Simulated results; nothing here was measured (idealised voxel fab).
The process module presented herein is designated voxel air gaps.
Square cells of 5 nm make up the cross-section cut, whose width is 300 nm.
For the purposes of this document, a cross-section shall be understood as a grid of square cells, specified as bands listed in top-to-bottom order, each band consisting of one or more rows of cells. A band entry consists of two parts. The first gives the height of the band's top and the height of its bottom, in nm. The rest lists the band's materials from left to right, each with its width in nm. A single material labelled with the word "throughout" fills the band from edge to edge, and the word "blank" marks empty space. The level at which height equals 0 is the one under which the wafer, as it arrives, is entirely one material. No lower edge exists for the bottom band, which continues downward and is notated as in "z 0 and below". Width: "30..40" (first number = top row, second number = bottom row, same change from row to row of cells). Take "left unchanged" at face value: in the step it is given for, the cross-section changed in none of its cells. Sealed void inventory: empty space of 8 cells or more with no open way to the top, each as width x height at its distance from the left edge, in nm. after a step's settings: what the simulator itself notes on the step. overlay nm: how far to the right of its planned place the mask lay on this masked step (negative: to the left).

The steps planned for the process are as follows:
| 1 | op RECEIVE | material Si |
| 2 | op CONFORMAL_DEP | material SiO2 | thk nm 15 |
| 3 | op CONFORMAL_DEP | material SiCN | thk nm 5 |
| 4 | op DIRECTIONAL_DEP | material lowk | thk nm 30 |
| 5 | op PATTERN | tone open | mask id LINES | material resist | width nm 25 | pitch nm 55 | thk nm 20 | overlay nm 0 |
| 6 | op DIRECTIONAL_ETCH | etch materials lowk | depth nm 30 |
| 7 | op STRIP | etch materials resist |
| 8 | op CONFORMAL_DEP | material TiN | thk nm 5 |
| 9 | op FILL_DEP | material W | thk nm 5 |
| 10 | op CMP | height nm 50 |
| 11 | op EPI | material Ru | thk nm 10 |
| 12 | op SELECTIVE_ETCH | etch materials lowk | depth nm 40 |
| 13 | op CONFORMAL_DEP | material SiCN | thk nm 5 |

First of two wafers - as planned:

As received, after step 1:
    z 0 and below  Si throughout
    Sealed void inventory: none

Cross-sectional representation of the wafer at the conclusion of step 2:
    z 15 to 0  SiO2 throughout
    No changes below 0.

Cross-sectional representation of the wafer at the conclusion of step 3:
    z 20 to 15  SiCN throughout
    No changes below 15.

Cross-sectional representation of the wafer at the conclusion of step 4:
    z 50 to 20  lowk throughout
    No changes below 20.

Cross-sectional representation of the wafer at the conclusion of step 5:
    z 70 to 50  55 of resist, then 25 of blank, then 30 of resist, then 25 of blank, then 30 of resist, then 25 of blank, then 30 of resist, then 25 of blank, then 55 of resist
    No changes below 50.

Cross-sectional representation of the wafer at the conclusion of step 6:
    z 70 to 50  55 of resist, then 25 of blank, then 30 of resist, then 25 of blank, then 30 of resist, then 25 of blank, then 30 of resist, then 25 of blank, then 55 of resist
    z 50 to 20  55 of lowk, then 25 of blank, then 30 of lowk, then 25 of blank, then 30 of lowk, then 25 of blank, then 30 of lowk, then 25 of blank, then 55 of lowk
    No changes below 20.

Cross-sectional representation of the wafer at the conclusion of step 7:
    z 50 to 20  55 of lowk, then 25 of blank, then 30 of lowk, then 25 of blank, then 30 of lowk, then 25 of blank, then 30 of lowk, then 25 of blank, then 55 of lowk
    No changes below 20.

Cross-sectional representation of the wafer at the conclusion of step 8:
    z 55 to 50  60 of TiN, then 15 of blank, then 40 of TiN, then 15 of blank, then 40 of TiN, then 15 of blank, then 40 of TiN, then 15 of blank, then 60 of TiN
    z 50 to 25  55 of lowk, then 5 of TiN, then 15 of blank, then 5 of TiN, then 30 of lowk, then 5 of TiN, then 15 of blank, then 5 of TiN, then 30 of lowk, then 5 of TiN, then 15 of blank, then 5 of TiN, then 30 of lowk, then 5 of TiN, then 15 of blank, then 5 of TiN, then 55 of lowk
    z 25 to 20  55 of lowk, then 25 of TiN, then 30 of lowk, then 25 of TiN, then 30 of lowk, then 25 of TiN, then 30 of lowk, then 25 of TiN, then 55 of lowk
    No changes below 20.

Cross-sectional representation of the wafer at the conclusion of step 9:
    z 60 to 55  W throughout
    z 55 to 50  60 of TiN, then 15 of W, then 40 of TiN, then 15 of W, then 40 of TiN, then 15 of W, then 40 of TiN, then 15 of W, then 60 of TiN
    z 50 to 25  55 of lowk, then 5 of TiN, then 15 of W, then 5 of TiN, then 30 of lowk, then 5 of TiN, then 15 of W, then 5 of TiN, then 30 of lowk, then 5 of TiN, then 15 of W, then 5 of TiN, then 30 of lowk, then 5 of TiN, then 15 of W, then 5 of TiN, then 55 of lowk
    No changes below 25.

Cross-sectional representation of the wafer at the conclusion of step 10:
    z 50 to 25  55 of lowk, then 5 of TiN, then 15 of W, then 5 of TiN, then 30 of lowk, then 5 of TiN, then 15 of W, then 5 of TiN, then 30 of lowk, then 5 of TiN, then 15 of W, then 5 of TiN, then 30 of lowk, then 5 of TiN, then 15 of W, then 5 of TiN, then 55 of lowk
    No changes below 25.

Cross-sectional representation of the wafer at the conclusion of step 11:
    z 60 to 50  45 of blank, then 45 of Ru, then 10 of blank, then 45 of Ru, then 10 of blank, then 45 of Ru, then 10 of blank, then 45 of Ru, then 45 of blank
    No changes below 50.

Cross-sectional representation of the wafer at the conclusion of step 12:
    z 60 to 50  45 of blank, then 45 of Ru, then 10 of blank, then 45 of Ru, then 10 of blank, then 45 of Ru, then 10 of blank, then 45 of Ru, then 45 of blank
    z 50 to 25  55 of blank, then 5 of TiN, then 15 of W, then 5 of TiN, then 30 of blank, then 5 of TiN, then 15 of W, then 5 of TiN, then 30 of blank, then 5 of TiN, then 15 of W, then 5 of TiN, then 30 of blank, then 5 of TiN, then 15 of W, then 5 of TiN, then 55 of blank
    z 25 to 20  55 of blank, then 25 of TiN, then 30 of blank, then 25 of TiN, then 30 of blank, then 25 of TiN, then 30 of blank, then 25 of TiN, then 55 of blank
    No changes below 20.

Cross-sectional representation of the wafer at the conclusion of step 13:
    z 65 to 60  40 of blank, then 220 of SiCN, then 40 of blank
    z 60 to 50  40 of blank, then 5 of SiCN, then 45 of Ru, then 10 of SiCN, then 45 of Ru, then 10 of SiCN, then 45 of Ru, then 10 of SiCN, then 45 of Ru, then 5 of SiCN, then 40 of blank
    z 50 to 45  40 of blank, then 15 of SiCN, then 5 of TiN, then 15 of W, then 5 of TiN, then 30 of SiCN, then 5 of TiN, then 15 of W, then 5 of TiN, then 30 of SiCN, then 5 of TiN, then 15 of W, then 5 of TiN, then 30 of SiCN, then 5 of TiN, then 15 of W, then 5 of TiN, then 15 of SiCN, then 40 of blank
    z 45 to 25  50 of blank, then 5 of SiCN, then 5 of TiN, then 15 of W, then 5 of TiN, then 5 of SiCN, then 20 of blank, then 5 of SiCN, then 5 of TiN, then 15 of W, then 5 of TiN, then 5 of SiCN, then 20 of blank, then 5 of SiCN, then 5 of TiN, then 15 of W, then 5 of TiN, then 5 of SiCN, then 20 of blank, then 5 of SiCN, then 5 of TiN, then 15 of W, then 5 of TiN, then 5 of SiCN, then 50 of blank
    z 25 to 20  55 of SiCN, then 25 of TiN, then 30 of SiCN, then 25 of TiN, then 30 of SiCN, then 25 of TiN, then 30 of SiCN, then 25 of TiN, then 55 of SiCN
    No changes below 20.
    Sealed void inventory: 20 x 20 at 85; 20 x 20 at 140; 20 x 20 at 195

Second wafer, same starting conditions and recipe as the first, one mistake in executing it, nothing differs from the first up to and including step 4:

Cross-section of the second wafer at the time by which step 5 should have been completed according to the plan:
    z 70 to 50  60 of resist, then 20 of blank, then 35 of resist, then 20 of blank, then 35 of resist, then 20 of blank, then 35 of resist, then 20 of blank, then 55 of resist
    No changes below 50.

Cross-section of the second wafer at the time by which step 6 should have been completed according to the plan:
    z 70 to 50  60 of resist, then 20 of blank, then 35 of resist, then 20 of blank, then 35 of resist, then 20 of blank, then 35 of resist, then 20 of blank, then 55 of resist
    z 50 to 20  60 of lowk, then 20 of blank, then 35 of lowk, then 20 of blank, then 35 of lowk, then 20 of blank, then 35 of lowk, then 20 of blank, then 55 of lowk
    No changes below 20.

Cross-section of the second wafer at the time by which step 7 should have been completed according to the plan:
    z 50 to 20  60 of lowk, then 20 of blank, then 35 of lowk, then 20 of blank, then 35 of lowk, then 20 of blank, then 35 of lowk, then 20 of blank, then 55 of lowk
    No changes below 20.

Cross-section of the second wafer at the time by which step 8 should have been completed according to the plan:
    z 55 to 50  65 of TiN, then 10 of blank, then 45 of TiN, then 10 of blank, then 45 of TiN, then 10 of blank, then 45 of TiN, then 10 of blank, then 60 of TiN
    z 50 to 25  60 of lowk, then 5 of TiN, then 10 of blank, then 5 of TiN, then 35 of lowk, then 5 of TiN, then 10 of blank, then 5 of TiN, then 35 of lowk, then 5 of TiN, then 10 of blank, then 5 of TiN, then 35 of lowk, then 5 of TiN, then 10 of blank, then 5 of TiN, then 55 of lowk
    z 25 to 20  60 of lowk, then 20 of TiN, then 35 of lowk, then 20 of TiN, then 35 of lowk, then 20 of TiN, then 35 of lowk, then 20 of TiN, then 55 of lowk
    No changes below 20.

Cross-section of the second wafer at the time by which step 9 should have been completed according to the plan:
    z 60 to 55  W throughout
    z 55 to 50  65 of TiN, then 10 of W, then 45 of TiN, then 10 of W, then 45 of TiN, then 10 of W, then 45 of TiN, then 10 of W, then 60 of TiN
    z 50 to 25  60 of lowk, then 5 of TiN, then 10 of W, then 5 of TiN, then 35 of lowk, then 5 of TiN, then 10 of W, then 5 of TiN, then 35 of lowk, then 5 of TiN, then 10 of W, then 5 of TiN, then 35 of lowk, then 5 of TiN, then 10 of W, then 5 of TiN, then 55 of lowk
    No changes below 25.

Cross-section of the second wafer at the time by which step 10 should have been completed according to the plan:
    z 50 to 25  60 of lowk, then 5 of TiN, then 10 of W, then 5 of TiN, then 35 of lowk, then 5 of TiN, then 10 of W, then 5 of TiN, then 35 of lowk, then 5 of TiN, then 10 of W, then 5 of TiN, then 35 of lowk, then 5 of TiN, then 10 of W, then 5 of TiN, then 55 of lowk
    No changes below 25.

Cross-section of the second wafer at the time by which step 11 should have been completed according to the plan:
    z 60 to 50  50 of blank, then 40 of Ru, then 15 of blank, then 40 of Ru, then 15 of blank, then 40 of Ru, then 15 of blank, then 40 of Ru, then 45 of blank
    No changes below 50.

Cross-section of the second wafer at the time by which step 12 should have been completed according to the plan:
    z 60 to 50  50 of blank, then 40 of Ru, then 15 of blank, then 40 of Ru, then 15 of blank, then 40 of Ru, then 15 of blank, then 40 of Ru, then 45 of blank
    z 50 to 25  60 of blank, then 5 of TiN, then 10 of W, then 5 of TiN, then 35 of blank, then 5 of TiN, then 10 of W, then 5 of TiN, then 35 of blank, then 5 of TiN, then 10 of W, then 5 of TiN, then 35 of blank, then 5 of TiN, then 10 of W, then 5 of TiN, then 55 of blank
    z 25 to 20  60 of blank, then 20 of TiN, then 35 of blank, then 20 of TiN, then 35 of blank, then 20 of TiN, then 35 of blank, then 20 of TiN, then 55 of blank
    No changes below 20.

Cross-section of the second wafer at the time by which step 13 should have been completed according to the plan:
    z 65 to 60  45 of blank, then 50 of SiCN, then 5 of blank, then 50 of SiCN, then 5 of blank, then 50 of SiCN, then 5 of blank, then 50 of SiCN, then 40 of blank
    z 60 to 50  45 of blank, then 5 of SiCN, then 40 of Ru, then 5 of SiCN, then 5 of blank, then 5 of SiCN, then 40 of Ru, then 5 of SiCN, then 5 of blank, then 5 of SiCN, then 40 of Ru, then 5 of SiCN, then 5 of blank, then 5 of SiCN, then 40 of Ru, then 5 of SiCN, then 40 of blank
    z 50 to 45  45 of blank, then 15 of SiCN, then 5 of TiN, then 10 of W, then 5 of TiN, then 15 of SiCN, then 5 of blank, then 15 of SiCN, then 5 of TiN, then 10 of W, then 5 of TiN, then 15 of SiCN, then 5 of blank, then 15 of SiCN, then 5 of TiN, then 10 of W, then 5 of TiN, then 15 of SiCN, then 5 of blank, then 15 of SiCN, then 5 of TiN, then 10 of W, then 5 of TiN, then 15 of SiCN, then 40 of blank
    z 45 to 25  55 of blank, then 5 of SiCN, then 5 of TiN, then 10 of W, then 5 of TiN, then 5 of SiCN, then 25 of blank, then 5 of SiCN, then 5 of TiN, then 10 of W, then 5 of TiN, then 5 of SiCN, then 25 of blank, then 5 of SiCN, then 5 of TiN, then 10 of W, then 5 of TiN, then 5 of SiCN, then 25 of blank, then 5 of SiCN, then 5 of TiN, then 10 of W, then 5 of TiN, then 5 of SiCN, then 50 of blank
    z 25 to 20  60 of SiCN, then 20 of TiN, then 35 of SiCN, then 20 of TiN, then 35 of SiCN, then 20 of TiN, then 35 of SiCN, then 20 of TiN, then 55 of SiCN
    No changes below 20.
What broke from the plan during processing? step 5 off recipe, ran as op PATTERN | tone open | mask id LINES | material resist | width nm 20 | pitch nm 55 | thk nm 20 | overlay nm 0
Final cells, second wafer relative to first, materials higher or lower: -8 Ru | -4 TiN | -20 W
Heads up: the first wafer ends with 3 closed voids, the second with 0.
